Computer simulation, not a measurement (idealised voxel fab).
You're looking at the process module voxel fin reveal.
195 nm wide, 5 nm square cells: that's cross-section cut.
The cross-sections in this document take the form of a grid made of square cells. They are written out as bands, in order from top to bottom. Each band consists of one or more rows of cells.
Band: top and bottom heights (nm) first, top before bottom; then materials from left to right, widths in nm. "everywhere" marks a sole material filling the band edge to edge. "empty" denotes empty space.
Basically, 0 is our baseline, since under it the wafer straight out of the box is all one material. The bottom band has no lower end and keeps on going down, so it looks like "top 0, no bottom".
Width spec "30..40" -> top row of cells at first value, bottom row at second value, equal per-row change in between.
For the purposes of this document, the phrase "same as before" attached to a step denotes that no cell within the cross-section was modified by that step.
Entry "Voids, enclosed". Content: empty spaces with no open connection to the top, size 8 cells or greater. Each: width x height at distance. Distance: from left edge. Unit: nm.
On a step's line, text after the settings is the simulator commenting on that step.
You can add "overlay nm" to a step's line. For a step with a mask, it describes how far the mask lay to the right of its planned position, and a negative number describes a lay to the left.
Process steps - plan:
- 1: RECEIVE with material Si
- 2: CONFORMAL_DEP with material SiN, thk nm 10
- 3: DIRECTIONAL_DEP with material aC, thk nm 10
- 4: PATTERN with tone cover, mask id FINS, material resist, width nm 15, pitch nm 40, thk nm 30, overlay nm 0
- 5: DIRECTIONAL_ETCH with etch materials aC, depth nm 10
- 6: STRIP with etch materials resist
- 7: DIRECTIONAL_ETCH with etch materials SiN, depth nm 10
- 8: DIRECTIONAL_ETCH with etch materials Si, depth nm 40
- 9: STRIP with etch materials aC
- 10: OXIDIZE with depth nm 5
- 11: FILL_DEP with material SiO2, thk nm 15
- 12: CMP with height nm 10
- 13: SELECTIVE_ETCH with etch materials SiO2, depth nm 40
- 14: STRIP with etch materials SiN
- 15: CONFORMAL_DEP with material SiO2, thk nm 5
Here's what the wafer looked like in cross-section when it arrived - that's after step 1:
> top 0, no bottom: Si everywhere
> Voids, enclosed: none
This is how the wafer looks in cross-section once the module is done, given the starting state and plan above and one mistake in carrying the plan out:
> top 5, bottom 0: empty 70 nm | SiO2 15 nm | empty 25 nm | SiO2 15 nm | empty 70 nm
> top 0, bottom -25: empty 70 nm | SiO2 5 nm | Si 5 nm | SiO2 5 nm | empty 25 nm | SiO2 5 nm | Si 5 nm | SiO2 5 nm | empty 70 nm
> top -25, bottom -35: SiO2 35 nm | empty 35 nm | SiO2 5 nm | Si 5 nm | SiO2 5 nm | empty 25 nm | SiO2 5 nm | Si 5 nm | SiO2 5 nm | empty 35 nm | SiO2 35 nm
> top -35, bottom -45: SiO2 75 nm | Si 5 nm | SiO2 35 nm | Si 5 nm | SiO2 75 nm
> top -45, no bottom: Si everywhere
> Voids, enclosed: none
Deviation noted in wafer processing: so 13 and 14 got swapped relative to the plan, each ran where the other was supposed to
